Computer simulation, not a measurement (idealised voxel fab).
Process module heading - voxel gate over fins
Section cut is 210 nm wide and gridded with 5 nm square cells.
If you're reading a cross-section in this doc, picture square cells in a grid; it comes to you as bands, top ones listed first down to the bottom, and a band can be one or more rows of cells.
In this notation a band is specified by the heights of its top and bottom, in that order and in nm, after which its materials appear from left to right, each paired with its width in nm. The word "throughout" attached to a single material means that material fills the band from edge to edge; the word "empty" stands for empty space.
It should be noted that heights are counted from 0, beneath which the wafer as supplied is of one material throughout, and that the lowest band possesses no lower boundary but continues downward, as written in "0..down".
Width: "30->40" (first number = top row, second number = bottom row, same change from row to row of cells).
"remains unaltered" after a step means that no cell of the cross-section changed.
"Unvented cavities" contains a list of empty spaces, each no smaller than 8 cells and without an open way to the top, written in the form width x height at distance with the distance from the left edge and all three in nm.
after a step's settings: what the simulator itself notes on the step
A step's line can hold "overlay nm"; with a mask on that step, the setting says how far right of the planned place the mask lay, while a negative setting says it lay to the left.
**plan**
1) RECEIVE: material Si
2) CONFORMAL_DEP: material SiN, thk nm 5
3) DIRECTIONAL_DEP: material aC, thk nm 10
4) PATTERN: tone cover, mask id FINS, material resist, width nm 15, pitch nm 40, thk nm 30, overlay nm 0
5) DIRECTIONAL_ETCH: etch materials aC, depth nm 10
6) STRIP: etch materials resist
7) DIRECTIONAL_ETCH: etch materials SiN, depth nm 5
8) DIRECTIONAL_ETCH: etch materials Si, depth nm 40
9) STRIP: etch materials aC
10) OXIDIZE: depth nm 5
11) FILL_DEP: material SiO2, thk nm 10
12) CMP: height nm 5
13) SELECTIVE_ETCH: etch materials SiO2, depth nm 20
14) STRIP: etch materials SiN
15) CONFORMAL_DEP: material HfO2, thk nm 5
16) CONFORMAL_DEP: material TiN, thk nm 5
17) CONFORMAL_DEP: material TiAl, thk nm 5
18) CONFORMAL_DEP: material TiN, thk nm 5
19) FILL_DEP: material W, thk nm 10
20) CMP: height nm 25
21) CONFORMAL_DEP: material SiN, thk nm 10
**First of two wafers, with the run carried out as planned**
**Incoming wafer, cross-sectional view, post step 1**
	0..down = Si throughout
	Unvented cavities: none
**Step 2 complete: cross-section through the wafer**
	5..0 = SiN throughout
	Anything lower than 0 is untouched.
**Step 3 complete: cross-section through the wafer**
	15..5 = aC throughout
	Anything lower than 5 is untouched.
**Step 4 complete: cross-section through the wafer**
	45..15 = 75 nm empty, 15 nm resist, 25 nm empty, 15 nm resist, 80 nm empty
	Anything lower than 15 is untouched.
**Step 5 complete: cross-section through the wafer**
	35..15 = 75 nm empty, 15 nm resist, 25 nm empty, 15 nm resist, 80 nm empty
	15..5 = 75 nm empty, 15 nm aC, 25 nm empty, 15 nm aC, 80 nm empty
	Anything lower than 5 is untouched.
**Step 6 complete: cross-section through the wafer**
	15..5 = 75 nm empty, 15 nm aC, 25 nm empty, 15 nm aC, 80 nm empty
	Anything lower than 5 is untouched.
**Step 7 complete: cross-section through the wafer**
	15..5 = 75 nm empty, 15 nm aC, 25 nm empty, 15 nm aC, 80 nm empty
	5..0 = 75 nm empty, 15 nm SiN, 25 nm empty, 15 nm SiN, 80 nm empty
	Anything lower than 0 is untouched.
**Step 8 complete: cross-section through the wafer**
	15..5 = 75 nm empty, 15 nm aC, 25 nm empty, 15 nm aC, 80 nm empty
	5..0 = 75 nm empty, 15 nm SiN, 25 nm empty, 15 nm SiN, 80 nm empty
	0..-40 = 75 nm empty, 15 nm Si, 25 nm empty, 15 nm Si, 80 nm empty
	Anything lower than -40 is untouched.
**Step 9 complete: cross-section through the wafer**
	5..0 = 75 nm empty, 15 nm SiN, 25 nm empty, 15 nm SiN, 80 nm empty
	Anything lower than 0 is untouched.
**Step 10 complete: cross-section through the wafer**
	5..0 = 75 nm empty, 15 nm SiN, 25 nm empty, 15 nm SiN, 80 nm empty
	0..-40 = 75 nm empty, 5 nm SiO2, 5 nm Si, 5 nm SiO2, 25 nm empty, 5 nm SiO2, 5 nm Si, 5 nm SiO2, 80 nm empty
	-40..-45 = 80 nm SiO2, 5 nm Si, 35 nm SiO2, 5 nm Si, 85 nm SiO2
	Anything lower than -45 is untouched.
**Step 11 complete: cross-section through the wafer**
	15..5 = SiO2 throughout
	5..0 = 75 nm SiO2, 15 nm SiN, 25 nm SiO2, 15 nm SiN, 80 nm SiO2
	0..-45 = 80 nm SiO2, 5 nm Si, 35 nm SiO2, 5 nm Si, 85 nm SiO2
	Anything lower than -45 is untouched.
**Step 12 complete: cross-section through the wafer**
	5..0 = 75 nm SiO2, 15 nm SiN, 25 nm SiO2, 15 nm SiN, 80 nm SiO2
	Anything lower than 0 is untouched.
**Step 13 complete: cross-section through the wafer**
	5..0 = 75 nm empty, 15 nm SiN, 25 nm empty, 15 nm SiN, 80 nm empty
	0..-15 = 80 nm empty, 5 nm Si, 35 nm empty, 5 nm Si, 85 nm empty
	Anything lower than -15 is untouched.
**Step 14 complete: cross-section through the wafer**
	0..-15 = 80 nm empty, 5 nm Si, 35 nm empty, 5 nm Si, 85 nm empty
	Anything lower than -15 is untouched.
**Step 15 complete: cross-section through the wafer**
	5..0 = 75 nm empty, 15 nm HfO2, 25 nm empty, 15 nm HfO2, 80 nm empty
	0..-10 = 75 nm empty, 5 nm HfO2, 5 nm Si, 5 nm HfO2, 25 nm empty, 5 nm HfO2, 5 nm Si, 5 nm HfO2, 80 nm empty
	-10..-15 = 80 nm HfO2, 5 nm Si, 35 nm HfO2, 5 nm Si, 85 nm HfO2
	Anything lower than -15 is untouched.
**Step 16 complete: cross-section through the wafer**
	10..5 = 70 nm empty, 25 nm TiN, 15 nm empty, 25 nm TiN, 75 nm empty
	5..0 = 70 nm empty, 5 nm TiN, 15 nm HfO2, 5 nm TiN, 15 nm empty, 5 nm TiN, 15 nm HfO2, 5 nm TiN, 75 nm empty
	0..-5 = 70 nm empty, 5 nm TiN, 5 nm HfO2, 5 nm Si, 5 nm HfO2, 5 nm TiN, 15 nm empty, 5 nm TiN, 5 nm HfO2, 5 nm Si, 5 nm HfO2, 5 nm TiN, 75 nm empty
	-5..-10 = 75 nm TiN, 5 nm HfO2, 5 nm Si, 5 nm HfO2, 25 nm TiN, 5 nm HfO2, 5 nm Si, 5 nm HfO2, 80 nm TiN
	Anything lower than -10 is untouched.
**Step 17 complete: cross-section through the wafer**
	15..10 = 65 nm empty, 35 nm TiAl, 5 nm empty, 35 nm TiAl, 70 nm empty
	10..5 = 65 nm empty, 5 nm TiAl, 25 nm TiN, 5 nm TiAl, 5 nm empty, 5 nm TiAl, 25 nm TiN, 5 nm TiAl, 70 nm empty
	5..0 = 65 nm empty, 5 nm TiAl, 5 nm TiN, 15 nm HfO2, 5 nm TiN, 5 nm TiAl, 5 nm empty, 5 nm TiAl, 5 nm TiN, 15 nm HfO2, 5 nm TiN, 5 nm TiAl, 70 nm empty
	0..-5 = 70 nm TiAl, 5 nm TiN, 5 nm HfO2, 5 nm Si, 5 nm HfO2, 5 nm TiN, 15 nm TiAl, 5 nm TiN, 5 nm HfO2, 5 nm Si, 5 nm HfO2, 5 nm TiN, 75 nm TiAl
	Anything lower than -5 is untouched.
**Step 18 complete: cross-section through the wafer**
	20..15 = 60 nm empty, 85 nm TiN, 65 nm empty
	15..10 = 60 nm empty, 5 nm TiN, 35 nm TiAl, 5 nm TiN, 35 nm TiAl, 5 nm TiN, 65 nm empty
	10..5 = 60 nm empty, 5 nm TiN, 5 nm TiAl, 25 nm TiN, 5 nm TiAl, 5 nm TiN, 5 nm TiAl, 25 nm TiN, 5 nm TiAl, 5 nm TiN, 65 nm empty
	5..0 = 65 nm TiN, 5 nm TiAl, 5 nm TiN, 15 nm HfO2, 5 nm TiN, 5 nm TiAl, 5 nm TiN, 5 nm TiAl, 5 nm TiN, 15 nm HfO2, 5 nm TiN, 5 nm TiAl, 70 nm TiN
	Anything lower than 0 is untouched.
**Step 19 complete: cross-section through the wafer**
	30..20 = W throughout
	20..15 = 60 nm W, 85 nm TiN, 65 nm W
	15..10 = 60 nm W, 5 nm TiN, 35 nm TiAl, 5 nm TiN, 35 nm TiAl, 5 nm TiN, 65 nm W
	10..5 = 60 nm W, 5 nm TiN, 5 nm TiAl, 25 nm TiN, 5 nm TiAl, 5 nm TiN, 5 nm TiAl, 25 nm TiN, 5 nm TiAl, 5 nm TiN, 65 nm W
	Anything lower than 5 is untouched.
**Step 20 complete: cross-section through the wafer**
	25..20 = W throughout
	Anything lower than 20 is untouched.
**Step 21 complete: cross-section through the wafer**
	35..25 = SiN throughout
	Anything lower than 25 is untouched.
**Regarding the second of the two wafers: it shared the first wafer's starting condition and process plan, yet one error occurred during its execution. Its history coincides with that of the first wafer up to and including step 3**
**Cross-sectional representation of the second wafer at the time designated in the plan for the completion of step 4**
	45..15 = 70 nm empty, 25 nm resist, 15 nm empty, 25 nm resist, 75 nm empty
	Anything lower than 15 is untouched.
**Cross-sectional representation of the second wafer at the time designated in the plan for the completion of step 5**
	35..15 = 70 nm empty, 25 nm resist, 15 nm empty, 25 nm resist, 75 nm empty
	15..5 = 70 nm empty, 25 nm aC, 15 nm empty, 25 nm aC, 75 nm empty
	Anything lower than 5 is untouched.
**Cross-sectional representation of the second wafer at the time designated in the plan for the completion of step 6**
	15..5 = 70 nm empty, 25 nm aC, 15 nm empty, 25 nm aC, 75 nm empty
	Anything lower than 5 is untouched.
**Cross-sectional representation of the second wafer at the time designated in the plan for the completion of step 7**
	15..5 = 70 nm empty, 25 nm aC, 15 nm empty, 25 nm aC, 75 nm empty
	5..0 = 70 nm empty, 25 nm SiN, 15 nm empty, 25 nm SiN, 75 nm empty
	Anything lower than 0 is untouched.
**Cross-sectional representation of the second wafer at the time designated in the plan for the completion of step 8**
	15..5 = 70 nm empty, 25 nm aC, 15 nm empty, 25 nm aC, 75 nm empty
	5..0 = 70 nm empty, 25 nm SiN, 15 nm empty, 25 nm SiN, 75 nm empty
	0..-40 = 70 nm empty, 25 nm Si, 15 nm empty, 25 nm Si, 75 nm empty
	Anything lower than -40 is untouched.
**Cross-sectional representation of the second wafer at the time designated in the plan for the completion of step 9**
	5..0 = 70 nm empty, 25 nm SiN, 15 nm empty, 25 nm SiN, 75 nm empty
	Anything lower than 0 is untouched.
**Cross-sectional representation of the second wafer at the time designated in the plan for the completion of step 10**
	5..0 = 70 nm empty, 25 nm SiN, 15 nm empty, 25 nm SiN, 75 nm empty
	0..-40 = 70 nm empty, 5 nm SiO2, 15 nm Si, 5 nm SiO2, 15 nm empty, 5 nm SiO2, 15 nm Si, 5 nm SiO2, 75 nm empty
	-40..-45 = 75 nm SiO2, 15 nm Si, 25 nm SiO2, 15 nm Si, 80 nm SiO2
	Anything lower than -45 is untouched.
**Cross-sectional representation of the second wafer at the time designated in the plan for the completion of step 11**
	15..5 = SiO2 throughout
	5..0 = 70 nm SiO2, 25 nm SiN, 15 nm SiO2, 25 nm SiN, 75 nm SiO2
	0..-45 = 75 nm SiO2, 15 nm Si, 25 nm SiO2, 15 nm Si, 80 nm SiO2
	Anything lower than -45 is untouched.
**Cross-sectional representation of the second wafer at the time designated in the plan for the completion of step 12**
	5..0 = 70 nm SiO2, 25 nm SiN, 15 nm SiO2, 25 nm SiN, 75 nm SiO2
	Anything lower than 0 is untouched.
**Cross-sectional representation of the second wafer at the time designated in the plan for the completion of step 13**
	5..0 = 70 nm empty, 25 nm SiN, 15 nm empty, 25 nm SiN, 75 nm empty
	0..-15 = 75 nm empty, 15 nm Si, 25 nm empty, 15 nm Si, 80 nm empty
	Anything lower than -15 is untouched.
**Cross-sectional representation of the second wafer at the time designated in the plan for the completion of step 14**
	0..-15 = 75 nm empty, 15 nm Si, 25 nm empty, 15 nm Si, 80 nm empty
	Anything lower than -15 is untouched.
**Cross-sectional representation of the second wafer at the time designated in the plan for the completion of step 15**
	5..0 = 70 nm empty, 25 nm HfO2, 15 nm empty, 25 nm HfO2, 75 nm empty
	0..-10 = 70 nm empty, 5 nm HfO2, 15 nm Si, 5 nm HfO2, 15 nm empty, 5 nm HfO2, 15 nm Si, 5 nm HfO2, 75 nm empty
	-10..-15 = 75 nm HfO2, 15 nm Si, 25 nm HfO2, 15 nm Si, 80 nm HfO2
	Anything lower than -15 is untouched.
**Cross-sectional representation of the second wafer at the time designated in the plan for the completion of step 16**
	10..5 = 65 nm empty, 35 nm TiN, 5 nm empty, 35 nm TiN, 70 nm empty
	5..0 = 65 nm empty, 5 nm TiN, 25 nm HfO2, 5 nm TiN, 5 nm empty, 5 nm TiN, 25 nm HfO2, 5 nm TiN, 70 nm empty
	0..-5 = 65 nm empty, 5 nm TiN, 5 nm HfO2, 15 nm Si, 5 nm HfO2, 5 nm TiN, 5 nm empty, 5 nm TiN, 5 nm HfO2, 15 nm Si, 5 nm HfO2, 5 nm TiN, 70 nm empty
	-5..-10 = 70 nm TiN, 5 nm HfO2, 15 nm Si, 5 nm HfO2, 15 nm TiN, 5 nm HfO2, 15 nm Si, 5 nm HfO2, 75 nm TiN
	Anything lower than -10 is untouched.
**Cross-sectional representation of the second wafer at the time designated in the plan for the completion of step 17**
	15..10 = 60 nm empty, 85 nm TiAl, 65 nm empty
	10..5 = 60 nm empty, 5 nm TiAl, 35 nm TiN, 5 nm TiAl, 35 nm TiN, 5 nm TiAl, 65 nm empty
	5..0 = 60 nm empty, 5 nm TiAl, 5 nm TiN, 25 nm HfO2, 5 nm TiN, 5 nm TiAl, 5 nm TiN, 25 nm HfO2, 5 nm TiN, 5 nm TiAl, 65 nm empty
	0..-5 = 65 nm TiAl, 5 nm TiN, 5 nm HfO2, 15 nm Si, 5 nm HfO2, 5 nm TiN, 5 nm TiAl, 5 nm TiN, 5 nm HfO2, 15 nm Si, 5 nm HfO2, 5 nm TiN, 70 nm TiAl
	Anything lower than -5 is untouched.
**Cross-sectional representation of the second wafer at the time designated in the plan for the completion of step 18**
	20..15 = 55 nm empty, 95 nm TiN, 60 nm empty
	15..10 = 55 nm empty, 5 nm TiN, 85 nm TiAl, 5 nm TiN, 60 nm empty
	10..5 = 55 nm empty, 5 nm TiN, 5 nm TiAl, 35 nm TiN, 5 nm TiAl, 35 nm TiN, 5 nm TiAl, 5 nm TiN, 60 nm empty
	5..0 = 60 nm TiN, 5 nm TiAl, 5 nm TiN, 25 nm HfO2, 5 nm TiN, 5 nm TiAl, 5 nm TiN, 25 nm HfO2, 5 nm TiN, 5 nm TiAl, 65 nm TiN
	Anything lower than 0 is untouched.
**Cross-sectional representation of the second wafer at the time designated in the plan for the completion of step 19**
	30..20 = W throughout
	20..15 = 55 nm W, 95 nm TiN, 60 nm W
	15..10 = 55 nm W, 5 nm TiN, 85 nm TiAl, 5 nm TiN, 60 nm W
	10..5 = 55 nm W, 5 nm TiN, 5 nm TiAl, 35 nm TiN, 5 nm TiAl, 35 nm TiN, 5 nm TiAl, 5 nm TiN, 60 nm W
	Anything lower than 5 is untouched.
**Cross-sectional representation of the second wafer at the time designated in the plan for the completion of step 20**
	25..20 = W throughout
	Anything lower than 20 is untouched.
**Cross-sectional representation of the second wafer at the time designated in the plan for the completion of step 21**
	35..25 = SiN throughout
	Anything lower than 25 is untouched.
Nonconformance to the process plan: step 4 did not happen as planned, as run it was PATTERN: tone cover, mask id FINS, material resist, width nm 25, pitch nm 40, thk nm 30, overlay nm 0
Final tally in cells, some materials are higher or lower on the second wafer than on the first: 36 more of Si | 24 fewer of SiO2 | 3 fewer of TiAl | 3 fewer of TiN | 6 fewer of W
